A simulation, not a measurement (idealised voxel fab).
Process module heading - voxel capacitor over wiring
The width of the displayed cross-section, cut, is 245 nm; its cells are square, with a size of 5 nm.
In this document a cross-section is written as a grid of square cells. It is given as a series of bands, listed from the top down, and a band is one or more rows of cells.
For a band, the entry starts with two heights in nm, that of the top and then that of the bottom, and carries on with the band's materials in order from left to right, each alongside its width in nm; the word "edge to edge" beside a single material means it fills the band edge to edge, and "air" means empty space.
Ref level 0: as-received wafer is one material below here. Bottom band extends down with no lower bound ("0 nm and below").
A width given as "30 to 40" starts at the first number in the band's top row and ends at the second number in its bottom row, shifting by an equal amount at every step from row to row.
Reading "remains unaltered" for a step: not a cell of the cross-section changed in it.
Under "Unvented cavities" you'll find the enclosed gaps, the ones with no way out to the top, that are 8 cells or bigger; each reads width x height at distance, with distance counted from the left edge, everything in nm.
That trailing text on a step's line, after the settings, is the simulator's own remark on the step.
overlay nm, on a step with a mask: how far to the right of its planned place the mask lay; to the left if negative
### This section lists the process steps that were planned
1: RECEIVE,material Si
2: CONFORMAL_DEP,material SiO2,thk nm 15
3: CONFORMAL_DEP,material SiN,thk nm 5
4: DIRECTIONAL_DEP,material SiO2,thk nm 20
5: DIRECTIONAL_DEP,material aC,thk nm 10
6: PATTERN,tone open,mask id METAL_1,material resist,width nm 25,pitch nm 90,thk nm 25,overlay nm 0
7: DIRECTIONAL_ETCH,etch materials aC,depth nm 10
8: STRIP,etch materials resist
9: DIRECTIONAL_ETCH,etch materials SiO2,depth nm 20
10: DIRECTIONAL_ETCH,etch materials SiN,depth nm 5
11: STRIP,etch materials aC
12: CONFORMAL_DEP,material TiN,thk nm 5
13: FILL_DEP,material W,thk nm 10
14: CMP,height nm 40
15: CONFORMAL_DEP,material SiCN,thk nm 5
16: DIRECTIONAL_DEP,material lowk,thk nm 20
17: MASKED_ETCH,tone open,mask id PLUG_1,width nm 15,etch materials lowk,depth nm 20,overlay nm 0
18: MASKED_ETCH,tone open,mask id PLUG_1,width nm 15,etch materials SiCN,depth nm 5,overlay nm 0
19: CONFORMAL_DEP,material TiN,thk nm 5
20: FILL_DEP,material W,thk nm 5
21: CMP,height nm 65
22: DIRECTIONAL_DEP,material TiN,thk nm 10
23: DIRECTIONAL_DEP,material HfO2,thk nm 5
24: DIRECTIONAL_DEP,material TiN,thk nm 10
25: DIRECTIONAL_DEP,material aC,thk nm 15
26: PATTERN,tone cover,mask id UPPER_PLATE,material resist,width nm 70,thk nm 30,overlay nm 0
27: DIRECTIONAL_ETCH,etch materials aC,depth nm 15
28: STRIP,etch materials resist
29: DIRECTIONAL_ETCH,etch materials TiN,depth nm 10
30: DIRECTIONAL_ETCH,etch materials HfO2,depth nm 5
31: STRIP,etch materials aC
32: DIRECTIONAL_DEP,material aC,thk nm 15
33: PATTERN,tone cover,mask id LOWER_PLATE,material resist,width nm 80,thk nm 30,overlay nm 0
34: DIRECTIONAL_ETCH,etch materials aC,depth nm 15
35: STRIP,etch materials resist
36: DIRECTIONAL_ETCH,etch materials TiN,depth nm 10
37: STRIP,etch materials aC
38: FILL_DEP,material SiO2,thk nm 15
39: CMP,height nm 100
40: DIRECTIONAL_DEP,material aC,thk nm 15
41: PATTERN,tone open,mask id PLUG_2,material resist,width nm 15,thk nm 35,overlay nm 0
42: DIRECTIONAL_ETCH,etch materials aC,depth nm 15
43: STRIP,etch materials resist
44: DIRECTIONAL_ETCH,etch materials SiO2,depth nm 10
45: STRIP,etch materials aC
46: CONFORMAL_DEP,material TiN,thk nm 5
47: FILL_DEP,material Ru,thk nm 10
48: CMP,height nm 100
49: CONFORMAL_DEP,material SiN,thk nm 5
### Account of the first of two wafers, which was processed as intended
### Shown in cross-section is the wafer as received, that is, as it stands after step 1
0 nm and below  Si edge to edge
Unvented cavities: none
### Cross-section through the wafer, step 2 finished
15 nm to 0 nm  SiO2 edge to edge
Under the height 0 nothing was changed.
### Cross-section through the wafer, step 3 finished
20 nm to 15 nm  SiN edge to edge
Under the height 15 nothing was changed.
### Cross-section through the wafer, step 4 finished
40 nm to 20 nm  SiO2 edge to edge
Under the height 20 nothing was changed.
### Cross-section through the wafer, step 5 finished
50 nm to 40 nm  aC edge to edge
Under the height 40 nothing was changed.
### Cross-section through the wafer, step 6 finished
75 nm to 50 nm  65 resist | 25 air | 65 resist | 25 air | 65 resist
Under the height 50 nothing was changed.
### Cross-section through the wafer, step 7 finished
65 nm to 50 nm  65 resist | 25 air | 65 resist | 25 air | 65 resist
50 nm to 40 nm  65 aC | 25 air | 65 aC | 25 air | 65 aC
Under the height 40 nothing was changed.
### Cross-section through the wafer, step 8 finished
50 nm to 40 nm  65 aC | 25 air | 65 aC | 25 air | 65 aC
Under the height 40 nothing was changed.
### Cross-section through the wafer, step 9 finished
50 nm to 40 nm  65 aC | 25 air | 65 aC | 25 air | 65 aC
40 nm to 20 nm  65 SiO2 | 25 air | 65 SiO2 | 25 air | 65 SiO2
Under the height 20 nothing was changed.
### Cross-section through the wafer, step 10 finished
50 nm to 40 nm  65 aC | 25 air | 65 aC | 25 air | 65 aC
40 nm to 20 nm  65 SiO2 | 25 air | 65 SiO2 | 25 air | 65 SiO2
20 nm to 15 nm  65 SiN | 25 air | 65 SiN | 25 air | 65 SiN
Under the height 15 nothing was changed.
### Cross-section through the wafer, step 11 finished
40 nm to 20 nm  65 SiO2 | 25 air | 65 SiO2 | 25 air | 65 SiO2
Under the height 20 nothing was changed.
### Cross-section through the wafer, step 12 finished
45 nm to 40 nm  70 TiN | 15 air | 75 TiN | 15 air | 70 TiN
40 nm to 20 nm  65 SiO2 | 5 TiN | 15 air | 5 TiN | 65 SiO2 | 5 TiN | 15 air | 5 TiN | 65 SiO2
20 nm to 15 nm  65 SiN | 25 TiN | 65 SiN | 25 TiN | 65 SiN
Under the height 15 nothing was changed.
### Cross-section through the wafer, step 13 finished
55 nm to 45 nm  W edge to edge
45 nm to 40 nm  70 TiN | 15 W | 75 TiN | 15 W | 70 TiN
40 nm to 20 nm  65 SiO2 | 5 TiN | 15 W | 5 TiN | 65 SiO2 | 5 TiN | 15 W | 5 TiN | 65 SiO2
Under the height 20 nothing was changed.
### Cross-section through the wafer, step 14 finished
40 nm to 20 nm  65 SiO2 | 5 TiN | 15 W | 5 TiN | 65 SiO2 | 5 TiN | 15 W | 5 TiN | 65 SiO2
Under the height 20 nothing was changed.
### Cross-section through the wafer, step 15 finished
45 nm to 40 nm  SiCN edge to edge
Under the height 40 nothing was changed.
### Cross-section through the wafer, step 16 finished
65 nm to 45 nm  lowk edge to edge
Under the height 45 nothing was changed.
### Cross-section through the wafer, step 17 finished
65 nm to 45 nm  75 lowk | 15 air | 155 lowk
Under the height 45 nothing was changed.
### Cross-section through the wafer, step 18 finished
65 nm to 45 nm  75 lowk | 15 air | 155 lowk
45 nm to 40 nm  75 SiCN | 15 air | 155 SiCN
Under the height 40 nothing was changed.
### Cross-section through the wafer, step 19 finished
70 nm to 65 nm  80 TiN | 5 air | 160 TiN
65 nm to 45 nm  75 lowk | 5 TiN | 5 air | 5 TiN | 155 lowk
45 nm to 40 nm  75 SiCN | 15 TiN | 155 SiCN
Under the height 40 nothing was changed.
### Cross-section through the wafer, step 20 finished
75 nm to 70 nm  W edge to edge
70 nm to 65 nm  80 TiN | 5 W | 160 TiN
65 nm to 45 nm  75 lowk | 5 TiN | 5 W | 5 TiN | 155 lowk
Under the height 45 nothing was changed.
### Cross-section through the wafer, step 21 finished
65 nm to 45 nm  75 lowk | 5 TiN | 5 W | 5 TiN | 155 lowk
Under the height 45 nothing was changed.
### Cross-section through the wafer, step 22 finished
75 nm to 65 nm  TiN edge to edge
Under the height 65 nothing was changed.
### Cross-section through the wafer, step 23 finished
80 nm to 75 nm  HfO2 edge to edge
Under the height 75 nothing was changed.
### Cross-section through the wafer, step 24 finished
90 nm to 80 nm  TiN edge to edge
Under the height 80 nothing was changed.
### Cross-section through the wafer, step 25 finished
105 nm to 90 nm  aC edge to edge
Under the height 90 nothing was changed.
### Cross-section through the wafer, step 26 finished
135 nm to 105 nm  75 air | 70 resist | 100 air
Under the height 105 nothing was changed.
### Cross-section through the wafer, step 27 finished
120 nm to 105 nm  75 air | 70 resist | 100 air
105 nm to 90 nm  75 air | 70 aC | 100 air
Under the height 90 nothing was changed.
### Cross-section through the wafer, step 28 finished
105 nm to 90 nm  75 air | 70 aC | 100 air
Under the height 90 nothing was changed.
### Cross-section through the wafer, step 29 finished
105 nm to 90 nm  75 air | 70 aC | 100 air
90 nm to 80 nm  75 air | 70 TiN | 100 air
Under the height 80 nothing was changed.
### Cross-section through the wafer, step 30 finished
105 nm to 90 nm  75 air | 70 aC | 100 air
90 nm to 80 nm  75 air | 70 TiN | 100 air
80 nm to 75 nm  75 air | 70 HfO2 | 100 air
Under the height 75 nothing was changed.
### Cross-section through the wafer, step 31 finished
90 nm to 80 nm  75 air | 70 TiN | 100 air
Under the height 80 nothing was changed.
### Cross-section through the wafer, step 32 finished
105 nm to 90 nm  75 air | 70 aC | 100 air
90 nm to 80 nm  75 aC | 70 TiN | 100 aC
80 nm to 75 nm  75 aC | 70 HfO2 | 100 aC
Under the height 75 nothing was changed.
### Cross-section through the wafer, step 33 finished
135 nm to 105 nm  70 air | 80 resist | 95 air
105 nm to 90 nm  70 air | 5 resist | 70 aC | 5 resist | 95 air
Under the height 90 nothing was changed.
### Cross-section through the wafer, step 34 finished
120 nm to 105 nm  70 air | 80 resist | 95 air
105 nm to 90 nm  70 air | 5 resist | 70 aC | 5 resist | 95 air
90 nm to 80 nm  70 air | 5 aC | 70 TiN | 5 aC | 95 air
80 nm to 75 nm  70 air | 5 aC | 70 HfO2 | 5 aC | 95 air
Under the height 75 nothing was changed.
### Cross-section through the wafer, step 35 finished
105 nm to 90 nm  75 air | 70 aC | 100 air
Under the height 90 nothing was changed.
### Cross-section through the wafer, step 36 finished
105 nm to 90 nm  75 air | 70 aC | 100 air
90 nm to 80 nm  70 air | 5 aC | 70 TiN | 5 aC | 95 air
80 nm to 75 nm  70 air | 5 aC | 70 HfO2 | 5 aC | 95 air
75 nm to 65 nm  70 air | 80 TiN | 95 air
Under the height 65 nothing was changed.
### Cross-section through the wafer, step 37 finished
90 nm to 80 nm  75 air | 70 TiN | 100 air
80 nm to 75 nm  75 air | 70 HfO2 | 100 air
Under the height 75 nothing was changed.
### Cross-section through the wafer, step 38 finished
105 nm to 90 nm  SiO2 edge to edge
90 nm to 80 nm  75 SiO2 | 70 TiN | 100 SiO2
80 nm to 75 nm  75 SiO2 | 70 HfO2 | 100 SiO2
75 nm to 65 nm  70 SiO2 | 80 TiN | 95 SiO2
Under the height 65 nothing was changed.
### Cross-section through the wafer, step 39 finished
100 nm to 90 nm  SiO2 edge to edge
Under the height 90 nothing was changed.
### Cross-section through the wafer, step 40 finished
115 nm to 100 nm  aC edge to edge
Under the height 100 nothing was changed.
### Cross-section through the wafer, step 41 finished
150 nm to 115 nm  85 resist | 15 air | 145 resist
Under the height 115 nothing was changed.
### Cross-section through the wafer, step 42 finished
135 nm to 115 nm  85 resist | 15 air | 145 resist
115 nm to 100 nm  85 aC | 15 air | 145 aC
Under the height 100 nothing was changed.
### Cross-section through the wafer, step 43 finished
115 nm to 100 nm  85 aC | 15 air | 145 aC
Under the height 100 nothing was changed.
### Cross-section through the wafer, step 44 finished
115 nm to 100 nm  85 aC | 15 air | 145 aC
100 nm to 90 nm  85 SiO2 | 15 air | 145 SiO2
Under the height 90 nothing was changed.
### Cross-section through the wafer, step 45 finished
100 nm to 90 nm  85 SiO2 | 15 air | 145 SiO2
Under the height 90 nothing was changed.
### Cross-section through the wafer, step 46 finished
105 nm to 100 nm  90 TiN | 5 air | 150 TiN
100 nm to 95 nm  85 SiO2 | 5 TiN | 5 air | 5 TiN | 145 SiO2
95 nm to 90 nm  85 SiO2 | 15 TiN | 145 SiO2
Under the height 90 nothing was changed.
### Cross-section through the wafer, step 47 finished
115 nm to 105 nm  Ru edge to edge
105 nm to 100 nm  90 TiN | 5 Ru | 150 TiN
100 nm to 95 nm  85 SiO2 | 5 TiN | 5 Ru | 5 TiN | 145 SiO2
Under the height 95 nothing was changed.
### Cross-section through the wafer, step 48 finished
100 nm to 95 nm  85 SiO2 | 5 TiN | 5 Ru | 5 TiN | 145 SiO2
Under the height 95 nothing was changed.
### Cross-section through the wafer, step 49 finished
105 nm to 100 nm  SiN edge to edge
Under the height 100 nothing was changed.
### Second wafer, same starting conditions and recipe as the first, one mistake in executing it, nothing differs from the first up to and including step 25
### when step 26 should have ended
135 nm to 105 nm  75 resist | 70 air | 100 resist
Under the height 105 nothing was changed.
### when step 27 should have ended
120 nm to 105 nm  75 resist | 70 air | 100 resist
105 nm to 90 nm  75 aC | 70 air | 100 aC
Under the height 90 nothing was changed.
### when step 28 should have ended
105 nm to 90 nm  75 aC | 70 air | 100 aC
Under the height 90 nothing was changed.
### when step 29 should have ended
105 nm to 90 nm  75 aC | 70 air | 100 aC
90 nm to 80 nm  75 TiN | 70 air | 100 TiN
Under the height 80 nothing was changed.
### when step 30 should have ended
105 nm to 90 nm  75 aC | 70 air | 100 aC
90 nm to 80 nm  75 TiN | 70 air | 100 TiN
80 nm to 75 nm  75 HfO2 | 70 air | 100 HfO2
Under the height 75 nothing was changed.
### when step 31 should have ended
90 nm to 80 nm  75 TiN | 70 air | 100 TiN
Under the height 80 nothing was changed.
### when step 32 should have ended
105 nm to 90 nm  75 aC | 70 air | 100 aC
90 nm to 80 nm  75 TiN | 70 aC | 100 TiN
80 nm to 75 nm  75 HfO2 | 70 aC | 100 HfO2
Under the height 75 nothing was changed.
### when step 33 should have ended
135 nm to 105 nm  70 air | 80 resist | 95 air
105 nm to 90 nm  75 aC | 70 resist | 100 aC
Under the height 90 nothing was changed.
### when step 34 should have ended
120 nm to 105 nm  70 air | 80 resist | 95 air
105 nm to 90 nm  70 air | 5 aC | 70 resist | 5 aC | 95 air
Under the height 90 nothing was changed.
### when step 35 should have ended
105 nm to 90 nm  70 air | 5 aC | 70 air | 5 aC | 95 air
Under the height 90 nothing was changed.
### when step 36 should have ended
105 nm to 90 nm  70 air | 5 aC | 70 air | 5 aC | 95 air
90 nm to 80 nm  70 air | 5 TiN | 70 aC | 5 TiN | 95 air
Under the height 80 nothing was changed.
### when step 37 should have ended
90 nm to 80 nm  70 air | 5 TiN | 70 air | 5 TiN | 95 air
80 nm to 75 nm  75 HfO2 | 70 air | 100 HfO2
Under the height 75 nothing was changed.
### when step 38 should have ended
105 nm to 90 nm  SiO2 edge to edge
90 nm to 80 nm  70 SiO2 | 5 TiN | 70 SiO2 | 5 TiN | 95 SiO2
80 nm to 75 nm  75 HfO2 | 70 SiO2 | 100 HfO2
Under the height 75 nothing was changed.
### when step 39 should have ended
100 nm to 90 nm  SiO2 edge to edge
Under the height 90 nothing was changed.
### when step 40 should have ended
115 nm to 100 nm  aC edge to edge
Under the height 100 nothing was changed.
### when step 41 should have ended
150 nm to 115 nm  85 resist | 15 air | 145 resist
Under the height 115 nothing was changed.
### when step 42 should have ended
135 nm to 115 nm  85 resist | 15 air | 145 resist
115 nm to 100 nm  85 aC | 15 air | 145 aC
Under the height 100 nothing was changed.
### when step 43 should have ended
115 nm to 100 nm  85 aC | 15 air | 145 aC
Under the height 100 nothing was changed.
### when step 44 should have ended
115 nm to 100 nm  85 aC | 15 air | 145 aC
100 nm to 90 nm  85 SiO2 | 15 air | 145 SiO2
Under the height 90 nothing was changed.
### when step 45 should have ended
100 nm to 90 nm  85 SiO2 | 15 air | 145 SiO2
Under the height 90 nothing was changed.
### when step 46 should have ended
105 nm to 100 nm  90 TiN | 5 air | 150 TiN
100 nm to 95 nm  85 SiO2 | 5 TiN | 5 air | 5 TiN | 145 SiO2
95 nm to 90 nm  85 SiO2 | 15 TiN | 145 SiO2
Under the height 90 nothing was changed.
### when step 47 should have ended
115 nm to 105 nm  Ru edge to edge
105 nm to 100 nm  90 TiN | 5 Ru | 150 TiN
100 nm to 95 nm  85 SiO2 | 5 TiN | 5 Ru | 5 TiN | 145 SiO2
Under the height 95 nothing was changed.
### when step 48 should have ended
100 nm to 95 nm  85 SiO2 | 5 TiN | 5 Ru | 5 TiN | 145 SiO2
Under the height 95 nothing was changed.
### when step 49 should have ended
105 nm to 100 nm  SiN edge to edge
Under the height 100 nothing was changed.
Which mistake was made when the wafer was run? step 26 was run on a setting that differed from the plan, and what really ran there is PATTERN,tone open,mask id UPPER_PLATE,material resist,width nm 70,thk nm 30,overlay nm 0
Final wafer comparison in cells, second versus first, more or fewer per material: +21 HfO2, -63 SiO2, +42 TiN
